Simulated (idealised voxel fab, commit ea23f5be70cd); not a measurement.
The document below concerns the process module designated voxel ribs on slabs.
The figure presents cross-section cut, which has a width of 275 nm and is divided into square cells with an edge length of 5 nm.
In what follows, cross-sections appear as grids of square cells, described through bands that run from the top down, where every band is one or more rows of cells. Look at the band entry: it leads with the top's height and the bottom's height in nm. Then it lists the materials left to right, with a width in nm for each. The word "full width" on a single material says that material fills the band edge to edge. The word "empty" is empty space. Below 0: as-received wafer, all one material; heights counted from there. Lowest band: no bottom, goes on down, written "0 down". Per-row width for "30 to 40": begins at first number (top row of band), ends at second number (bottom row), increment between rows held constant. You'll sometimes find "nothing was modified" written for a step, and that's the way of saying that nowhere in the cross-section did a cell change during that step. Sealed internal cavities: empty space of 8 cells or more with no open way to the top, each as width x height at its distance from the left edge, in nm. That trailing text on a step's line, after the settings, is the simulator's own remark on the step. On any step carrying a mask, the "overlay nm" setting, if present on the step's line, tells how far right of its planned place the mask lay; negative values point to the left.
## Planned process steps
1: RECEIVE [material Si]
2: DIRECTIONAL_DEP [material SiO2] [thk nm 30]
3: DIRECTIONAL_DEP [material SiN] [thk nm 25]
4: PATTERN [tone cover] [mask id RIB] [material resist] [width nm 30] [thk nm 20] [overlay nm 0]
5: DIRECTIONAL_ETCH [etch materials SiN] [depth nm 10]
6: STRIP [etch materials resist]
7: DIRECTIONAL_DEP [material aC] [thk nm 10]
8: PATTERN [tone cover] [mask id SLAB] [material resist] [width nm 60] [thk nm 30] [overlay nm 0]
9: DIRECTIONAL_ETCH [etch materials aC] [depth nm 10]
10: STRIP [etch materials resist]
11: DIRECTIONAL_ETCH [etch materials SiN] [depth nm 15]
12: STRIP [etch materials aC]
13: FILL_DEP [material SiO2] [thk nm 20]
14: CMP [height nm 70]
15: DIRECTIONAL_DEP [material TiN] [thk nm 10]
16: DIRECTIONAL_DEP [material aC] [thk nm 15]
17: PATTERN [tone cover] [mask id HEATER] [material resist] [width nm 40] [thk nm 35] [overlay nm 0]
18: DIRECTIONAL_ETCH [etch materials aC] [depth nm 15]
19: STRIP [etch materials resist]
20: DIRECTIONAL_ETCH [etch materials TiN] [depth nm 10]
21: STRIP [etch materials aC]
22: CONFORMAL_DEP [material SiO2] [thk nm 5]
## Here's what the wafer looked like in cross-section when it arrived - that's after step 1
- 0 down | Si full width
- Sealed internal cavities: none
## The first of the two wafers as seen in cross-section once the module was finished; processing followed the plan
- 85 to 80 | empty 110 / SiO2 50 / empty 115
- 80 to 75 | empty 110 / SiO2 5 / TiN 40 / SiO2 5 / empty 115
- 75 to 70 | SiO2 115 / TiN 40 / SiO2 120
- 70 to 55 | SiO2 full width
- 55 to 45 | SiO2 120 / SiN 30 / SiO2 125
- 45 to 30 | SiO2 105 / SiN 60 / SiO2 110
- 30 to 0 | SiO2 full width
- 0 down | Si full width
- Sealed internal cavities: none
## This cross-section belongs to the second wafer of two at the end of the module; the start and the plan were shared with the first, and the run included one mistake
- 85 to 80 | empty 110 / SiO2 50 / empty 115
- 80 to 75 | empty 110 / SiO2 5 / TiN 40 / SiO2 5 / empty 115
- 75 to 70 | SiO2 115 / TiN 40 / SiO2 120
- 70 to 55 | SiO2 full width
- 55 to 45 | SiO2 105 / SiN 15 / SiO2 30 / SiN 15 / SiO2 110
- 45 to 40 | SiO2 105 / SiN 60 / SiO2 110
- 40 to 30 | SiN full width
- 30 to 0 | SiO2 full width
- 0 down | Si full width
- Sealed internal cavities: none
The plan and the run diverged here: step 4 went in with a setting other than planned; the actual run was PATTERN [tone open] [mask id RIB] [material resist] [width nm 30] [thk nm 20] [overlay nm 0]
Heads up, by the end the second wafer has more or fewer cells of some materials compared to the first: SiN: 86 more | SiO2: 86 fewer
